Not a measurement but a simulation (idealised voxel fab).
This section sets out a process module, namely voxel capacitor over wiring.
Displayed cross-section: cut, width of 245 nm, square cells sized 5 nm.
When this document writes out a cross-section, it uses a grid of square cells and lists it as bands, beginning at the top and moving down, with a band standing for one or more rows of cells. This entry defines a band. It first specifies the height of the band's top and the height of its bottom in nm, and then specifies the band's materials from left to right, stating each material with its width in nm. The word "everywhere" identifies a single material that fills the band from edge to edge, while the word "empty" identifies empty space. It should be noted that heights are counted from 0, beneath which the wafer as supplied is of one material throughout, and that the lowest band possesses no lower boundary but continues downward, as written in "0 and below". The two numbers in a width such as "30 to 40" mark its ends across the band: the first belongs to the top row of cells, the second to the bottom row, and from each row to the next the width moves by the same amount. When a step is marked "stayed the same", none of the cells in the cross-section changed during that step. For the entry "Closed cavity list", the listed items are empty spaces with no open way to the top whose size is 8 cells or more; each item follows the pattern width x height at distance, where distance is from the left edge and all three are in nm. It should be noted that, on the line of a given step, the content following the step's settings is a remark produced by the simulator itself with respect to that step. A step's line can hold "overlay nm"; with a mask on that step, the setting says how far right of the planned place the mask lay, while a negative setting says it lay to the left.

-- This section lists the process steps that were planned
- 1: op RECEIVE | material Si
- 2: op CONFORMAL_DEP | material SiO2 | thk nm 15
- 3: op CONFORMAL_DEP | material SiCN | thk nm 5
- 4: op DIRECTIONAL_DEP | material SiO2 | thk nm 25
- 5: op DIRECTIONAL_DEP | material aC | thk nm 15
- 6: op PATTERN | tone open | mask id METAL_1 | material resist | width nm 25 | pitch nm 80 | thk nm 30 | overlay nm 0
- 7: op DIRECTIONAL_ETCH | etch materials aC | depth nm 15
- 8: op STRIP | etch materials resist
- 9: op DIRECTIONAL_ETCH | etch materials SiO2 | depth nm 25
- 10: op DIRECTIONAL_ETCH | etch materials SiCN | depth nm 5
- 11: op STRIP | etch materials aC
- 12: op CONFORMAL_DEP | material TiN | thk nm 5
- 13: op FILL_DEP | material Cu | thk nm 5
- 14: op CMP | height nm 45
- 15: op CONFORMAL_DEP | material SiCN | thk nm 5
- 16: op DIRECTIONAL_DEP | material SiO2 | thk nm 10
- 17: op DIRECTIONAL_DEP | material aC | thk nm 10
- 18: op PATTERN | tone open | mask id PLUG_1 | material resist | width nm 15 | thk nm 25 | overlay nm 0
- 19: op DIRECTIONAL_ETCH | etch materials aC | depth nm 10
- 20: op STRIP | etch materials resist
- 21: op DIRECTIONAL_ETCH | etch materials SiO2 | depth nm 10
- 22: op DIRECTIONAL_ETCH | etch materials SiCN | depth nm 5
- 23: op STRIP | etch materials aC
- 24: op CONFORMAL_DEP | material TiN | thk nm 5
- 25: op FILL_DEP | material Ru | thk nm 5
- 26: op CMP | height nm 60
- 27: op DIRECTIONAL_DEP | material TiN | thk nm 10
- 28: op DIRECTIONAL_DEP | material HfO2 | thk nm 5
- 29: op DIRECTIONAL_DEP | material TiN | thk nm 5
- 30: op DIRECTIONAL_DEP | material aC | thk nm 15
- 31: op PATTERN | tone cover | mask id UPPER_PLATE | material resist | width nm 60 | thk nm 30 | overlay nm 0
- 32: op DIRECTIONAL_ETCH | etch materials aC | depth nm 15
- 33: op STRIP | etch materials resist
- 34: op DIRECTIONAL_ETCH | etch materials TiN | depth nm 5
- 35: op DIRECTIONAL_ETCH | etch materials HfO2 | depth nm 5
- 36: op STRIP | etch materials aC
- 37: op PATTERN | tone cover | mask id LOWER_PLATE | material resist | width nm 70 | thk nm 20 | overlay nm 0
- 38: op DIRECTIONAL_ETCH | etch materials TiN | depth nm 10
- 39: op STRIP | etch materials resist
- 40: op FILL_DEP | material SiO2 | thk nm 20
- 41: op CMP | height nm 95
- 42: op PATTERN | tone open | mask id PLUG_2 | material resist | width nm 15 | thk nm 20 | overlay nm 0
- 43: op DIRECTIONAL_ETCH | etch materials SiO2 | depth nm 15
- 44: op STRIP | etch materials resist
- 45: op CONFORMAL_DEP | material TiN | thk nm 5
- 46: op FILL_DEP | material Ru | thk nm 5
- 47: op CMP | height nm 95
- 48: op CONFORMAL_DEP | material SiCN | thk nm 5

-- First out of two wafers; run went to plan

-- Cross-sectional view of the wafer in its as-received condition, corresponding to the state after step 1
* 0 and below | Si everywhere
* Closed cavity list: none

-- After step 2: wafer cross-section
* 15 down to 0 | SiO2 everywhere
* No changes below 0.

-- After step 3: wafer cross-section
* 20 down to 15 | SiCN everywhere
* No changes below 15.

-- After step 4: wafer cross-section
* 45 down to 20 | SiO2 everywhere
* No changes below 20.

-- After step 5: wafer cross-section
* 60 down to 45 | aC everywhere
* No changes below 45.

-- After step 6: wafer cross-section
* 90 down to 60 | 70 nm resist, 25 nm empty, 55 nm resist, 25 nm empty, 70 nm resist
* No changes below 60.

-- After step 7: wafer cross-section
* 75 down to 60 | 70 nm resist, 25 nm empty, 55 nm resist, 25 nm empty, 70 nm resist
* 60 down to 45 | 70 nm aC, 25 nm empty, 55 nm aC, 25 nm empty, 70 nm aC
* No changes below 45.

-- After step 8: wafer cross-section
* 60 down to 45 | 70 nm aC, 25 nm empty, 55 nm aC, 25 nm empty, 70 nm aC
* No changes below 45.

-- After step 9: wafer cross-section
* 60 down to 45 | 70 nm aC, 25 nm empty, 55 nm aC, 25 nm empty, 70 nm aC
* 45 down to 20 | 70 nm SiO2, 25 nm empty, 55 nm SiO2, 25 nm empty, 70 nm SiO2
* No changes below 20.

-- After step 10: wafer cross-section
* 60 down to 45 | 70 nm aC, 25 nm empty, 55 nm aC, 25 nm empty, 70 nm aC
* 45 down to 20 | 70 nm SiO2, 25 nm empty, 55 nm SiO2, 25 nm empty, 70 nm SiO2
* 20 down to 15 | 70 nm SiCN, 25 nm empty, 55 nm SiCN, 25 nm empty, 70 nm SiCN
* No changes below 15.

-- After step 11: wafer cross-section
* 45 down to 20 | 70 nm SiO2, 25 nm empty, 55 nm SiO2, 25 nm empty, 70 nm SiO2
* No changes below 20.

-- After step 12: wafer cross-section
* 50 down to 45 | 75 nm TiN, 15 nm empty, 65 nm TiN, 15 nm empty, 75 nm TiN
* 45 down to 20 | 70 nm SiO2, 5 nm TiN, 15 nm empty, 5 nm TiN, 55 nm SiO2, 5 nm TiN, 15 nm empty, 5 nm TiN, 70 nm SiO2
* 20 down to 15 | 70 nm SiCN, 25 nm TiN, 55 nm SiCN, 25 nm TiN, 70 nm SiCN
* No changes below 15.

-- After step 13: wafer cross-section
* 55 down to 50 | Cu everywhere
* 50 down to 45 | 75 nm TiN, 15 nm Cu, 65 nm TiN, 15 nm Cu, 75 nm TiN
* 45 down to 20 | 70 nm SiO2, 5 nm TiN, 15 nm Cu, 5 nm TiN, 55 nm SiO2, 5 nm TiN, 15 nm Cu, 5 nm TiN, 70 nm SiO2
* No changes below 20.

-- After step 14: wafer cross-section
* 45 down to 20 | 70 nm SiO2, 5 nm TiN, 15 nm Cu, 5 nm TiN, 55 nm SiO2, 5 nm TiN, 15 nm Cu, 5 nm TiN, 70 nm SiO2
* No changes below 20.

-- After step 15: wafer cross-section
* 50 down to 45 | SiCN everywhere
* No changes below 45.

-- After step 16: wafer cross-section
* 60 down to 50 | SiO2 everywhere
* No changes below 50.

-- After step 17: wafer cross-section
* 70 down to 60 | aC everywhere
* No changes below 60.

-- After step 18: wafer cross-section
* 95 down to 70 | 80 nm resist, 15 nm empty, 150 nm resist
* No changes below 70.

-- After step 19: wafer cross-section
* 85 down to 70 | 80 nm resist, 15 nm empty, 150 nm resist
* 70 down to 60 | 80 nm aC, 15 nm empty, 150 nm aC
* No changes below 60.

-- After step 20: wafer cross-section
* 70 down to 60 | 80 nm aC, 15 nm empty, 150 nm aC
* No changes below 60.

-- After step 21: wafer cross-section
* 70 down to 60 | 80 nm aC, 15 nm empty, 150 nm aC
* 60 down to 50 | 80 nm SiO2, 15 nm empty, 150 nm SiO2
* No changes below 50.

-- After step 22: wafer cross-section
* 70 down to 60 | 80 nm aC, 15 nm empty, 150 nm aC
* 60 down to 50 | 80 nm SiO2, 15 nm empty, 150 nm SiO2
* 50 down to 45 | 80 nm SiCN, 15 nm empty, 150 nm SiCN
* No changes below 45.

-- After step 23: wafer cross-section
* 60 down to 50 | 80 nm SiO2, 15 nm empty, 150 nm SiO2
* No changes below 50.

-- After step 24: wafer cross-section
* 65 down to 60 | 85 nm TiN, 5 nm empty, 155 nm TiN
* 60 down to 50 | 80 nm SiO2, 5 nm TiN, 5 nm empty, 5 nm TiN, 150 nm SiO2
* 50 down to 45 | 80 nm SiCN, 15 nm TiN, 150 nm SiCN
* No changes below 45.

-- After step 25: wafer cross-section
* 70 down to 65 | Ru everywhere
* 65 down to 60 | 85 nm TiN, 5 nm Ru, 155 nm TiN
* 60 down to 50 | 80 nm SiO2, 5 nm TiN, 5 nm Ru, 5 nm TiN, 150 nm SiO2
* No changes below 50.

-- After step 26: wafer cross-section
* 60 down to 50 | 80 nm SiO2, 5 nm TiN, 5 nm Ru, 5 nm TiN, 150 nm SiO2
* No changes below 50.

-- After step 27: wafer cross-section
* 70 down to 60 | TiN everywhere
* No changes below 60.

-- After step 28: wafer cross-section
* 75 down to 70 | HfO2 everywhere
* No changes below 70.

-- After step 29: wafer cross-section
* 80 down to 75 | TiN everywhere
* No changes below 75.

-- After step 30: wafer cross-section
* 95 down to 80 | aC everywhere
* No changes below 80.

-- After step 31: wafer cross-section
* 125 down to 95 | 80 nm empty, 60 nm resist, 105 nm empty
* No changes below 95.

-- After step 32: wafer cross-section
* 110 down to 95 | 80 nm empty, 60 nm resist, 105 nm empty
* 95 down to 80 | 80 nm empty, 60 nm aC, 105 nm empty
* No changes below 80.

-- After step 33: wafer cross-section
* 95 down to 80 | 80 nm empty, 60 nm aC, 105 nm empty
* No changes below 80.

-- After step 34: wafer cross-section
* 95 down to 80 | 80 nm empty, 60 nm aC, 105 nm empty
* 80 down to 75 | 80 nm empty, 60 nm TiN, 105 nm empty
* No changes below 75.

-- After step 35: wafer cross-section
* 95 down to 80 | 80 nm empty, 60 nm aC, 105 nm empty
* 80 down to 75 | 80 nm empty, 60 nm TiN, 105 nm empty
* 75 down to 70 | 80 nm empty, 60 nm HfO2, 105 nm empty
* No changes below 70.

-- After step 36: wafer cross-section
* 80 down to 75 | 80 nm empty, 60 nm TiN, 105 nm empty
* No changes below 75.

-- After step 37: wafer cross-section
* 100 down to 80 | 75 nm empty, 70 nm resist, 100 nm empty
* 80 down to 75 | 75 nm empty, 5 nm resist, 60 nm TiN, 5 nm resist, 100 nm empty
* 75 down to 70 | 75 nm empty, 5 nm resist, 60 nm HfO2, 5 nm resist, 100 nm empty
* No changes below 70.

-- After step 38: wafer cross-section
* 100 down to 80 | 75 nm empty, 70 nm resist, 100 nm empty
* 80 down to 75 | 75 nm empty, 5 nm resist, 60 nm TiN, 5 nm resist, 100 nm empty
* 75 down to 70 | 75 nm empty, 5 nm resist, 60 nm HfO2, 5 nm resist, 100 nm empty
* 70 down to 60 | 75 nm empty, 70 nm TiN, 100 nm empty
* No changes below 60.

-- After step 39: wafer cross-section
* 80 down to 75 | 80 nm empty, 60 nm TiN, 105 nm empty
* 75 down to 70 | 80 nm empty, 60 nm HfO2, 105 nm empty
* No changes below 70.

-- After step 40: wafer cross-section
* 100 down to 80 | SiO2 everywhere
* 80 down to 75 | 80 nm SiO2, 60 nm TiN, 105 nm SiO2
* 75 down to 70 | 80 nm SiO2, 60 nm HfO2, 105 nm SiO2
* 70 down to 60 | 75 nm SiO2, 70 nm TiN, 100 nm SiO2
* No changes below 60.

-- After step 41: wafer cross-section
* 95 down to 80 | SiO2 everywhere
* No changes below 80.

-- After step 42: wafer cross-section
* 115 down to 95 | 90 nm resist, 15 nm empty, 140 nm resist
* No changes below 95.

-- After step 43: wafer cross-section
* 115 down to 95 | 90 nm resist, 15 nm empty, 140 nm resist
* 95 down to 80 | 90 nm SiO2, 15 nm empty, 140 nm SiO2
* No changes below 80.

-- After step 44: wafer cross-section
* 95 down to 80 | 90 nm SiO2, 15 nm empty, 140 nm SiO2
* No changes below 80.

-- After step 45: wafer cross-section
* 100 down to 95 | 95 nm TiN, 5 nm empty, 145 nm TiN
* 95 down to 85 | 90 nm SiO2, 5 nm TiN, 5 nm empty, 5 nm TiN, 140 nm SiO2
* 85 down to 75 | 90 to 80 nm SiO2, 15 to 60 nm TiN, 140 to 105 nm SiO2
* No changes below 75.

-- After step 46: wafer cross-section
* 105 down to 100 | Ru everywhere
* 100 down to 95 | 95 nm TiN, 5 nm Ru, 145 nm TiN
* 95 down to 85 | 90 nm SiO2, 5 nm TiN, 5 nm Ru, 5 nm TiN, 140 nm SiO2
* No changes below 85.

-- After step 47: wafer cross-section
* 95 down to 85 | 90 nm SiO2, 5 nm TiN, 5 nm Ru, 5 nm TiN, 140 nm SiO2
* No changes below 85.

-- After step 48: wafer cross-section
* 100 down to 95 | SiCN everywhere
* No changes below 95.

-- The second wafer: identical to the first at the outset and in its planned sequence, differing only in that one mistake was made during processing; up to and including step 1, its path is the first wafer's path

-- Cross-section, second wafer, at the end time the plan gives for step 2
* 30 down to 0 | SiO2 everywhere
* No changes below 0.

-- Cross-section, second wafer, at the end time the plan gives for step 3
* 35 down to 30 | SiCN everywhere
* No changes below 30.

-- Cross-section, second wafer, at the end time the plan gives for step 4
* 60 down to 35 | SiO2 everywhere
* No changes below 35.

-- Cross-section, second wafer, at the end time the plan gives for step 5
* 75 down to 60 | aC everywhere
* No changes below 60.

-- Cross-section, second wafer, at the end time the plan gives for step 6
* 105 down to 75 | 70 nm resist, 25 nm empty, 55 nm resist, 25 nm empty, 70 nm resist
* No changes below 75.

-- Cross-section, second wafer, at the end time the plan gives for step 7
* 90 down to 75 | 70 nm resist, 25 nm empty, 55 nm resist, 25 nm empty, 70 nm resist
* 75 down to 60 | 70 nm aC, 25 nm empty, 55 nm aC, 25 nm empty, 70 nm aC
* No changes below 60.

-- Cross-section, second wafer, at the end time the plan gives for step 8
* 75 down to 60 | 70 nm aC, 25 nm empty, 55 nm aC, 25 nm empty, 70 nm aC
* No changes below 60.

-- Cross-section, second wafer, at the end time the plan gives for step 9
* 75 down to 60 | 70 nm aC, 25 nm empty, 55 nm aC, 25 nm empty, 70 nm aC
* 60 down to 35 | 70 nm SiO2, 25 nm empty, 55 nm SiO2, 25 nm empty, 70 nm SiO2
* No changes below 35.

-- Cross-section, second wafer, at the end time the plan gives for step 10
* 75 down to 60 | 70 nm aC, 25 nm empty, 55 nm aC, 25 nm empty, 70 nm aC
* 60 down to 35 | 70 nm SiO2, 25 nm empty, 55 nm SiO2, 25 nm empty, 70 nm SiO2
* 35 down to 30 | 70 nm SiCN, 25 nm empty, 55 nm SiCN, 25 nm empty, 70 nm SiCN
* No changes below 30.

-- Cross-section, second wafer, at the end time the plan gives for step 11
* 60 down to 35 | 70 nm SiO2, 25 nm empty, 55 nm SiO2, 25 nm empty, 70 nm SiO2
* No changes below 35.

-- Cross-section, second wafer, at the end time the plan gives for step 12
* 65 down to 60 | 75 nm TiN, 15 nm empty, 65 nm TiN, 15 nm empty, 75 nm TiN
* 60 down to 35 | 70 nm SiO2, 5 nm TiN, 15 nm empty, 5 nm TiN, 55 nm SiO2, 5 nm TiN, 15 nm empty, 5 nm TiN, 70 nm SiO2
* 35 down to 30 | 70 nm SiCN, 25 nm TiN, 55 nm SiCN, 25 nm TiN, 70 nm SiCN
* No changes below 30.

-- Cross-section, second wafer, at the end time the plan gives for step 13
* 70 down to 65 | Cu everywhere
* 65 down to 60 | 75 nm TiN, 15 nm Cu, 65 nm TiN, 15 nm Cu, 75 nm TiN
* 60 down to 35 | 70 nm SiO2, 5 nm TiN, 15 nm Cu, 5 nm TiN, 55 nm SiO2, 5 nm TiN, 15 nm Cu, 5 nm TiN, 70 nm SiO2
* No changes below 35.

-- Cross-section, second wafer, at the end time the plan gives for step 14
* 45 down to 35 | 70 nm SiO2, 5 nm TiN, 15 nm Cu, 5 nm TiN, 55 nm SiO2, 5 nm TiN, 15 nm Cu, 5 nm TiN, 70 nm SiO2
* No changes below 35.

-- Cross-section, second wafer, at the end time the plan gives for step 15
* 50 down to 45 | SiCN everywhere
* No changes below 45.

-- Cross-section, second wafer, at the end time the plan gives for step 16
* 60 down to 50 | SiO2 everywhere
* No changes below 50.

-- Cross-section, second wafer, at the end time the plan gives for step 17
* 70 down to 60 | aC everywhere
* No changes below 60.

-- Cross-section, second wafer, at the end time the plan gives for step 18
* 95 down to 70 | 80 nm resist, 15 nm empty, 150 nm resist
* No changes below 70.

-- Cross-section, second wafer, at the end time the plan gives for step 19
* 85 down to 70 | 80 nm resist, 15 nm empty, 150 nm resist
* 70 down to 60 | 80 nm aC, 15 nm empty, 150 nm aC
* No changes below 60.

-- Cross-section, second wafer, at the end time the plan gives for step 20
* 70 down to 60 | 80 nm aC, 15 nm empty, 150 nm aC
* No changes below 60.

-- Cross-section, second wafer, at the end time the plan gives for step 21
* 70 down to 60 | 80 nm aC, 15 nm empty, 150 nm aC
* 60 down to 50 | 80 nm SiO2, 15 nm empty, 150 nm SiO2
* No changes below 50.

-- Cross-section, second wafer, at the end time the plan gives for step 22
* 70 down to 60 | 80 nm aC, 15 nm empty, 150 nm aC
* 60 down to 50 | 80 nm SiO2, 15 nm empty, 150 nm SiO2
* 50 down to 45 | 80 nm SiCN, 15 nm empty, 150 nm SiCN
* No changes below 45.

-- Cross-section, second wafer, at the end time the plan gives for step 23
* 60 down to 50 | 80 nm SiO2, 15 nm empty, 150 nm SiO2
* No changes below 50.

-- Cross-section, second wafer, at the end time the plan gives for step 24
* 65 down to 60 | 85 nm TiN, 5 nm empty, 155 nm TiN
* 60 down to 50 | 80 nm SiO2, 5 nm TiN, 5 nm empty, 5 nm TiN, 150 nm SiO2
* 50 down to 45 | 80 nm SiCN, 15 nm TiN, 150 nm SiCN
* No changes below 45.

-- Cross-section, second wafer, at the end time the plan gives for step 25
* 70 down to 65 | Ru everywhere
* 65 down to 60 | 85 nm TiN, 5 nm Ru, 155 nm TiN
* 60 down to 50 | 80 nm SiO2, 5 nm TiN, 5 nm Ru, 5 nm TiN, 150 nm SiO2
* No changes below 50.

-- Cross-section, second wafer, at the end time the plan gives for step 26
* 60 down to 50 | 80 nm SiO2, 5 nm TiN, 5 nm Ru, 5 nm TiN, 150 nm SiO2
* No changes below 50.

-- Cross-section, second wafer, at the end time the plan gives for step 27
* 70 down to 60 | TiN everywhere
* No changes below 60.

-- Cross-section, second wafer, at the end time the plan gives for step 28
* 75 down to 70 | HfO2 everywhere
* No changes below 70.

-- Cross-section, second wafer, at the end time the plan gives for step 29
* 80 down to 75 | TiN everywhere
* No changes below 75.

-- Cross-section, second wafer, at the end time the plan gives for step 30
* 95 down to 80 | aC everywhere
* No changes below 80.

-- Cross-section, second wafer, at the end time the plan gives for step 31
* 125 down to 95 | 80 nm empty, 60 nm resist, 105 nm empty
* No changes below 95.

-- Cross-section, second wafer, at the end time the plan gives for step 32
* 110 down to 95 | 80 nm empty, 60 nm resist, 105 nm empty
* 95 down to 80 | 80 nm empty, 60 nm aC, 105 nm empty
* No changes below 80.

-- Cross-section, second wafer, at the end time the plan gives for step 33
* 95 down to 80 | 80 nm empty, 60 nm aC, 105 nm empty
* No changes below 80.

-- Cross-section, second wafer, at the end time the plan gives for step 34
* 95 down to 80 | 80 nm empty, 60 nm aC, 105 nm empty
* 80 down to 75 | 80 nm empty, 60 nm TiN, 105 nm empty
* No changes below 75.

-- Cross-section, second wafer, at the end time the plan gives for step 35
* 95 down to 80 | 80 nm empty, 60 nm aC, 105 nm empty
* 80 down to 75 | 80 nm empty, 60 nm TiN, 105 nm empty
* 75 down to 70 | 80 nm empty, 60 nm HfO2, 105 nm empty
* No changes below 70.

-- Cross-section, second wafer, at the end time the plan gives for step 36
* 80 down to 75 | 80 nm empty, 60 nm TiN, 105 nm empty
* No changes below 75.

-- Cross-section, second wafer, at the end time the plan gives for step 37
* 100 down to 80 | 75 nm empty, 70 nm resist, 100 nm empty
* 80 down to 75 | 75 nm empty, 5 nm resist, 60 nm TiN, 5 nm resist, 100 nm empty
* 75 down to 70 | 75 nm empty, 5 nm resist, 60 nm HfO2, 5 nm resist, 100 nm empty
* No changes below 70.

-- Cross-section, second wafer, at the end time the plan gives for step 38
* 100 down to 80 | 75 nm empty, 70 nm resist, 100 nm empty
* 80 down to 75 | 75 nm empty, 5 nm resist, 60 nm TiN, 5 nm resist, 100 nm empty
* 75 down to 70 | 75 nm empty, 5 nm resist, 60 nm HfO2, 5 nm resist, 100 nm empty
* 70 down to 60 | 75 nm empty, 70 nm TiN, 100 nm empty
* No changes below 60.

-- Cross-section, second wafer, at the end time the plan gives for step 39
* 80 down to 75 | 80 nm empty, 60 nm TiN, 105 nm empty
* 75 down to 70 | 80 nm empty, 60 nm HfO2, 105 nm empty
* No changes below 70.

-- Cross-section, second wafer, at the end time the plan gives for step 40
* 100 down to 80 | SiO2 everywhere
* 80 down to 75 | 80 nm SiO2, 60 nm TiN, 105 nm SiO2
* 75 down to 70 | 80 nm SiO2, 60 nm HfO2, 105 nm SiO2
* 70 down to 60 | 75 nm SiO2, 70 nm TiN, 100 nm SiO2
* No changes below 60.

-- Cross-section, second wafer, at the end time the plan gives for step 41
* 95 down to 80 | SiO2 everywhere
* No changes below 80.

-- Cross-section, second wafer, at the end time the plan gives for step 42
* 115 down to 95 | 90 nm resist, 15 nm empty, 140 nm resist
* No changes below 95.

-- Cross-section, second wafer, at the end time the plan gives for step 43
* 115 down to 95 | 90 nm resist, 15 nm empty, 140 nm resist
* 95 down to 80 | 90 nm SiO2, 15 nm empty, 140 nm SiO2
* No changes below 80.

-- Cross-section, second wafer, at the end time the plan gives for step 44
* 95 down to 80 | 90 nm SiO2, 15 nm empty, 140 nm SiO2
* No changes below 80.

-- Cross-section, second wafer, at the end time the plan gives for step 45
* 100 down to 95 | 95 nm TiN, 5 nm empty, 145 nm TiN
* 95 down to 85 | 90 nm SiO2, 5 nm TiN, 5 nm empty, 5 nm TiN, 140 nm SiO2
* 85 down to 75 | 90 to 80 nm SiO2, 15 to 60 nm TiN, 140 to 105 nm SiO2
* No changes below 75.

-- Cross-section, second wafer, at the end time the plan gives for step 46
* 105 down to 100 | Ru everywhere
* 100 down to 95 | 95 nm TiN, 5 nm Ru, 145 nm TiN
* 95 down to 85 | 90 nm SiO2, 5 nm TiN, 5 nm Ru, 5 nm TiN, 140 nm SiO2
* No changes below 85.

-- Cross-section, second wafer, at the end time the plan gives for step 47
* 95 down to 85 | 90 nm SiO2, 5 nm TiN, 5 nm Ru, 5 nm TiN, 140 nm SiO2
* No changes below 85.

-- Cross-section, second wafer, at the end time the plan gives for step 48
* 100 down to 95 | SiCN everywhere
* No changes below 95.
Which mistake was made when the wafer was run? plan step 2 was conducted twice
End of process, cell counts, second wafer against first, materials with more or fewer: -18 Cu | +30 SiO2 | -12 TiN
